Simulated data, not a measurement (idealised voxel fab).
process module | voxel self aligned vias
This is section cut - it's 245 nm across, gridded in 5 nm square cells.
A cross-section in this document is a grid of square cells, and it is written down as bands, the top band listed before the ones below it; a band is made up of one or more rows of cells.
Heads up on the band format: heights come first, top then bottom, in nm. After that it's the materials left to right, each with its width in nm. A single material flagged "edge to edge" fills the whole band edge to edge, and "air" means there's empty space there.
Note: height 0 marks the level under which the wafer is uniformly one material as received. Lowest band unbounded below, written "0 and below".
Quick explanation for "30->40": the width changes in equal steps down the rows of cells, from the first number in the band's top row to the second number in its bottom row.
Basically "nothing altered" means that step didn't change any cell in the cross-section.
"Enclosed void catalog" specifies each empty space that is not open to the top and that occupies no fewer than 8 cells, using the form width x height at distance, the distance measured from the left edge and all three quantities in nm.
Step line, after settings: the simulator's comment on this step.
When a step includes a mask, the "overlay nm" setting on its line states how far to the right of its planned place that mask lay, and negative values state how far to the left.
[The planned process steps are enumerated hereunder]
step 1: RECEIVE [material Si]
step 2: CONFORMAL_DEP [material SiO2] [thk nm 10]
step 3: CONFORMAL_DEP [material SiCN] [thk nm 5]
step 4: DIRECTIONAL_DEP [material lowk] [thk nm 25]
step 5: DIRECTIONAL_DEP [material aC] [thk nm 15]
step 6: PATTERN [tone open] [mask id LINES] [material resist] [width nm 25] [pitch nm 60] [thk nm 35] [overlay nm 0]
step 7: DIRECTIONAL_ETCH [etch materials aC] [depth nm 15]
step 8: STRIP [etch materials resist]
step 9: DIRECTIONAL_ETCH [etch materials lowk] [depth nm 25]
step 10: STRIP [etch materials aC]
step 11: CONFORMAL_DEP [material TiN] [thk nm 5]
step 12: FILL_DEP [material W] [thk nm 5]
step 13: CMP [height nm 40]
step 14: SELECTIVE_ETCH [etch materials W Ru TiN] [depth nm 5]
step 15: FILL_DEP [material SiN] [thk nm 10]
step 16: CMP [height nm 40]
step 17: DIRECTIONAL_DEP [material lowk] [thk nm 20]
step 18: DIRECTIONAL_DEP [material aC] [thk nm 10]
step 19: PATTERN [tone open] [mask id VIAS] [material resist] [width nm 35] [pitch nm 60] [thk nm 25] [overlay nm 0]
step 20: DIRECTIONAL_ETCH [etch materials aC] [depth nm 10]
step 21: STRIP [etch materials resist]
step 22: DIRECTIONAL_ETCH [etch materials lowk] [depth nm 20]
step 23: DIRECTIONAL_ETCH [etch materials SiN] [depth nm 5]
step 24: STRIP [etch materials aC]
step 25: CONFORMAL_DEP [material TiN] [thk nm 5]
step 26: FILL_DEP [material Ru] [thk nm 10]
step 27: CMP [height nm 60]
step 28: CONFORMAL_DEP [material SiN] [thk nm 5]
[Wafer cross-section on receipt, i.e. after step 1]
- 0 and below | Si edge to edge
- Enclosed void catalog: none
[First of two wafers, end-of-module section, run followed plan]
- 65 down to 60 | SiN edge to edge
- 60 down to 45 | 75 nm lowk; 5 nm TiN; 25 nm Ru; 5 nm TiN; 25 nm lowk; 5 nm TiN; 25 nm Ru; 5 nm TiN; 75 nm lowk
- 45 down to 40 | 75 nm lowk; 10 nm TiN; 15 nm Ru; 10 nm TiN; 25 nm lowk; 10 nm TiN; 15 nm Ru; 10 nm TiN; 75 nm lowk
- 40 down to 35 | 80 nm lowk; 25 nm TiN; 35 nm lowk; 25 nm TiN; 80 nm lowk
- 35 down to 20 | 80 nm lowk; 5 nm TiN; 15 nm W; 5 nm TiN; 35 nm lowk; 5 nm TiN; 15 nm W; 5 nm TiN; 80 nm lowk
- 20 down to 15 | 80 nm lowk; 25 nm TiN; 35 nm lowk; 25 nm TiN; 80 nm lowk
- 15 down to 10 | SiCN edge to edge
- 10 down to 0 | SiO2 edge to edge
- 0 and below | Si edge to edge
- Enclosed void catalog: none
[End-of-module cross-section of the second wafer: identical starting point and process plan to the first, with one processing mistake]
- 65 down to 60 | SiN edge to edge
- 60 down to 40 | 75 nm lowk; 5 nm TiN; 25 nm Ru; 5 nm TiN; 25 nm lowk; 5 nm TiN; 25 nm Ru; 5 nm TiN; 75 nm lowk
- 40 down to 35 | 75 nm SiN; 35 nm TiN; 25 nm SiN; 35 nm TiN; 75 nm SiN
- 35 down to 30 | 85 nm TiN; 15 nm W; 45 nm TiN; 15 nm W; 85 nm TiN
- 30 down to 10 | 80 nm lowk; 5 nm TiN; 15 nm W; 5 nm TiN; 35 nm lowk; 5 nm TiN; 15 nm W; 5 nm TiN; 80 nm lowk
- 10 down to 5 | 80 nm lowk; 25 nm TiN; 35 nm lowk; 25 nm TiN; 80 nm lowk
- 5 down to 0 | SiCN edge to edge
- 0 and below | Si edge to edge
- Enclosed void catalog: none
What was the processing mistake? step 2 of the plan did not run at all; it was left out
In the final state, the cell counts of the second wafer exceed or fall short of those of the first for the following materials: Ru +4 | SiN +35 | SiO2 -98 | TiN +47 | W +12
